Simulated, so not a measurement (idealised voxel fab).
Proc. module: voxel ribs on slabs
Cross-section cut: width 185 nm, square cells of 5 nm.
We lay out every cross-section as a grid of square cells and spell it out in bands from the top down, where one band means one or more rows of cells.
Top height, bottom height, nm. Materials left to right, width each, nm. Single material + "all across" = fills band edge to edge. "blank" = empty.
The level at which height equals 0 is the one under which the wafer, as it arrives, is entirely one material. No lower edge exists for the bottom band, which continues downward and is notated as in "top 0, no bottom".
Top row gets the first number, bottom row gets the second, and each row in between changes by the same step: that is how a band width like "30..40" works.
Any step labelled "no alteration" changed none of the cells in the cross-section.
"Sealed-off cavities" enumerates empty spaces isolated from the top, with no open way to it, that contain at least 8 cells, giving each as width x height at distance from the left edge, all three in nm.
Step line, after settings: the simulator's comment on this step.
You can add "overlay nm" to a step's line. For a step with a mask, it describes how far the mask lay to the right of its planned position, and a negative number describes a lay to the left.
-- These are the steps we planned for the process
1 op RECEIVE | material Si
2 op DIRECTIONAL_DEP | material SiO2 | thk nm 25
3 op DIRECTIONAL_DEP | material polySi | thk nm 15
4 op PATTERN | tone cover | mask id RIB | material resist | width nm 15 | thk nm 20 | overlay nm 0
5 op DIRECTIONAL_ETCH | etch materials polySi | depth nm 5
6 op STRIP | etch materials resist
7 op PATTERN | tone cover | mask id SLAB | material resist | width nm 55 | thk nm 20 | overlay nm 0
8 op DIRECTIONAL_ETCH | etch materials polySi | depth nm 10
9 op STRIP | etch materials resist
10 op FILL_DEP | material SiO2 | thk nm 20
11 op CMP | height nm 50
12 op DIRECTIONAL_DEP | material TiN | thk nm 5
13 op PATTERN | tone cover | mask id HEATER | material resist | width nm 25 | thk nm 20 | overlay nm 0
14 op DIRECTIONAL_ETCH | etch materials TiN | depth nm 5
15 op STRIP | etch materials resist
16 op CONFORMAL_DEP | material SiO2 | thk nm 5
-- Of two wafers, the first: run according to plan
-- as received, after step 1
> top 0, no bottom  Si all across
> Sealed-off cavities: none
-- Take a look at the wafer's cross-section after step 2
> top 25, bottom 0  SiO2 all across
> No changes below 0.
-- Take a look at the wafer's cross-section after step 3
> top 40, bottom 25  polySi all across
> No changes below 25.
-- Take a look at the wafer's cross-section after step 4
> top 60, bottom 40  85 of blank  15 of resist  85 of blank
> No changes below 40.
-- Take a look at the wafer's cross-section after step 5
> top 60, bottom 40  85 of blank  15 of resist  85 of blank
> top 40, bottom 35  85 of blank  15 of polySi  85 of blank
> No changes below 35.
-- Take a look at the wafer's cross-section after step 6
> top 40, bottom 35  85 of blank  15 of polySi  85 of blank
> No changes below 35.
-- Take a look at the wafer's cross-section after step 7
> top 60, bottom 40  65 of blank  55 of resist  65 of blank
> top 40, bottom 35  65 of blank  20 of resist  15 of polySi  20 of resist  65 of blank
> No changes below 35.
-- Take a look at the wafer's cross-section after step 8
> top 60, bottom 40  65 of blank  55 of resist  65 of blank
> top 40, bottom 35  65 of blank  20 of resist  15 of polySi  20 of resist  65 of blank
> top 35, bottom 25  65 of blank  55 of polySi  65 of blank
> No changes below 25.
-- Take a look at the wafer's cross-section after step 9
> top 40, bottom 35  85 of blank  15 of polySi  85 of blank
> No changes below 35.
-- Take a look at the wafer's cross-section after step 10
> top 60, bottom 40  SiO2 all across
> top 40, bottom 35  85 of SiO2  15 of polySi  85 of SiO2
> top 35, bottom 25  65 of SiO2  55 of polySi  65 of SiO2
> No changes below 25.
-- Take a look at the wafer's cross-section after step 11
> top 50, bottom 40  SiO2 all across
> No changes below 40.
-- Take a look at the wafer's cross-section after step 12
> top 55, bottom 50  TiN all across
> No changes below 50.
-- Take a look at the wafer's cross-section after step 13
> top 75, bottom 55  80 of blank  25 of resist  80 of blank
> No changes below 55.
-- Take a look at the wafer's cross-section after step 14
> top 75, bottom 55  80 of blank  25 of resist  80 of blank
> top 55, bottom 50  80 of blank  25 of TiN  80 of blank
> No changes below 50.
-- Take a look at the wafer's cross-section after step 15
> top 55, bottom 50  80 of blank  25 of TiN  80 of blank
> No changes below 50.
-- Take a look at the wafer's cross-section after step 16
> top 60, bottom 55  75 of blank  35 of SiO2  75 of blank
> top 55, bottom 50  80 of SiO2  25 of TiN  80 of SiO2
> No changes below 50.
-- Regarding the second of the two wafers: it shared the first wafer's starting condition and process plan, yet one error occurred during its execution. Its history coincides with that of the first wafer up to and including step 11
-- Planned end of step 12: second wafer, cross-section
> top 55, bottom 40  SiO2 all across
> No changes below 40.
-- Planned end of step 13: second wafer, cross-section
> top 75, bottom 55  80 of blank  25 of resist  80 of blank
> No changes below 55.
Planned end of step 14: second wafer, cross-section: no alteration
-- Planned end of step 15: second wafer, cross-section
> top 55, bottom 40  SiO2 all across
> No changes below 40.
-- Planned end of step 16: second wafer, cross-section
> top 60, bottom 40  SiO2 all across
> No changes below 40.
Which mistake was made when the wafer was run? step 12 did not use the planned setting and instead ran as op DIRECTIONAL_DEP | material SiO2 | thk nm 5
Wafer comparison, final, in cells, second relative to first, materials more or fewer: 35 more of SiO2 | 5 fewer of TiN
